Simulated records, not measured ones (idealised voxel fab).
process module | voxel transistor to metal
cross-section cut | 210 nm wide | cells 5 nm
A cross-section is a grid of square cells, given in bands from the top down. A band is one or more rows of cells.
Each band's line starts with the height of the band's top and of its bottom, in nm. Then come its materials from left to right, each with its width in nm. One material with "throughout" fills the band from edge to edge. "air" is empty space.
Height 0 is the level under which the wafer as received is all one material. The lowest band goes on downwards, as in "0 down".
A width such as "30 to 40" changes by the same amount from each row of cells to the next, from the band's top row to its bottom row.
"no change" after a step means that no cell of the cross-section changed.
closed voids: empty space of 8 cells or more with no open way to the top, each as width x height at its distance from the left edge, in nm
after a step's settings: what the simulator itself notes on the step
overlay nm, on a step with a mask: how far to the right of its planned place the mask lay; to the left if negative
plan
1 op RECEIVE | material Si
2 op CONFORMAL_DEP | material SiO2 | thk nm 5
3 op CONFORMAL_DEP | material SiN | thk nm 10
4 op DIRECTIONAL_DEP | material aC | thk nm 10
5 op PATTERN | tone cover | mask id ACTIVE | material resist | width nm 105 | thk nm 25 | overlay nm 0
6 op DIRECTIONAL_ETCH | etch materials aC | depth nm 10
7 op STRIP | etch materials resist
8 op DIRECTIONAL_ETCH | etch materials SiN | depth nm 10
9 op DIRECTIONAL_ETCH | etch materials SiO2 | depth nm 5
10 op DIRECTIONAL_ETCH | etch materials Si | depth nm 30
11 op STRIP | etch materials aC
12 op FILL_DEP | material SiO2 | thk nm 15
13 op CMP | height nm 15
14 op SELECTIVE_ETCH | etch materials SiO2 | depth nm 5
15 op STRIP | etch materials SiN
16 op SELECTIVE_ETCH | etch materials SiO2 | depth nm 5
17 op OXIDIZE | depth nm 5
18 op DIRECTIONAL_DEP | material polySi | thk nm 20
19 op DIRECTIONAL_DEP | material SiCN | thk nm 10
20 op DIRECTIONAL_DEP | material aC | thk nm 10
21 op PATTERN | tone cover | mask id GATE | material resist | width nm 15 | thk nm 30 | overlay nm 0
22 op DIRECTIONAL_ETCH | etch materials aC | depth nm 10
23 op STRIP | etch materials resist
24 op DIRECTIONAL_ETCH | etch materials SiCN | depth nm 20
25 op DIRECTIONAL_ETCH | etch materials polySi | depth nm 30
26 op STRIP | etch materials aC
27 op CONFORMAL_DEP | material SiN | thk nm 5
28 op DIRECTIONAL_ETCH | etch materials SiN | depth nm 5
29 op DIRECTIONAL_ETCH | etch materials SiO2 | depth nm 5
30 op EPI | material pSi | thk nm 5
31 op FILL_DEP | material SiO2 | thk nm 10
32 op CMP | height nm 30
33 op DIRECTIONAL_DEP | material SiO2 | thk nm 15
34 op PATTERN | tone open | mask id CONTACT | material resist | width nm 30 | pitch nm 55 | thk nm 20 | overlay nm 0
35 op DIRECTIONAL_ETCH | etch materials SiO2 | depth nm 45
36 op STRIP | etch materials resist
37 op CONFORMAL_DEP | material TiN | thk nm 5
38 op FILL_DEP | material W | thk nm 5
39 op CMP | height nm 45
40 op DIRECTIONAL_DEP | material TiN | thk nm 5
41 op DIRECTIONAL_DEP | material W | thk nm 25
42 op DIRECTIONAL_DEP | material aC | thk nm 15
43 op PATTERN | tone cover | mask id METAL_1 | material resist | width nm 15 | pitch nm 70 | thk nm 35 | overlay nm 0
44 op DIRECTIONAL_ETCH | etch materials aC | depth nm 15
45 op STRIP | etch materials resist
46 op DIRECTIONAL_ETCH | etch materials W | depth nm 25
47 op DIRECTIONAL_ETCH | etch materials TiN | depth nm 5
48 op STRIP | etch materials aC
49 op FILL_DEP | material SiO2 | thk nm 10
50 op CMP | height nm 75
51 op CONFORMAL_DEP | material SiN | thk nm 5
as received, after step 1
  0 down: Si throughout
  closed voids: none
a wafer at the end: this start, this plan, one mistake
  80 to 75: SiN throughout
  75 to 50: SiO2 60 | W 15 | SiO2 55 | W 15 | SiO2 65
  50 to 45: SiO2 60 | TiN 15 | SiO2 55 | TiN 15 | SiO2 65
  45 to 35: SiO2 55 | TiN 5 | W 30 | TiN 5 | SiO2 15 | TiN 5 | W 30 | TiN 5 | SiO2 60
  35 to 30: SiO2 55 | TiN 5 | W 25 | TiN 10 | SiO2 15 | TiN 10 | W 25 | TiN 5 | SiO2 60
  30 to 20: SiO2 55 | TiN 5 | W 25 | TiN 5 | SiN 5 | SiCN 15 | SiN 5 | TiN 5 | W 25 | TiN 5 | SiO2 60
  20 to 5: SiO2 55 | TiN 5 | W 25 | TiN 5 | SiN 5 | polySi 15 | SiN 5 | TiN 5 | W 25 | TiN 5 | SiO2 60
  5 to 0: SiO2 45 | SiN 5 | SiO2 5 | TiN 35 | SiN 5 | polySi 15 | SiN 5 | TiN 35 | SiO2 5 | SiN 5 | SiO2 50
  0 to -5: SiO2 50 | pSi 40 | SiO2 25 | pSi 40 | SiO2 55
  -5 to -30: SiO2 50 | Si 105 | SiO2 55
  -30 down: Si throughout
  closed voids: none
what went wrong: step 34 ran as: op PATTERN | tone open | mask id CONTACT | material resist | width nm 40 | pitch nm 55 | thk nm 20 | overlay nm 0
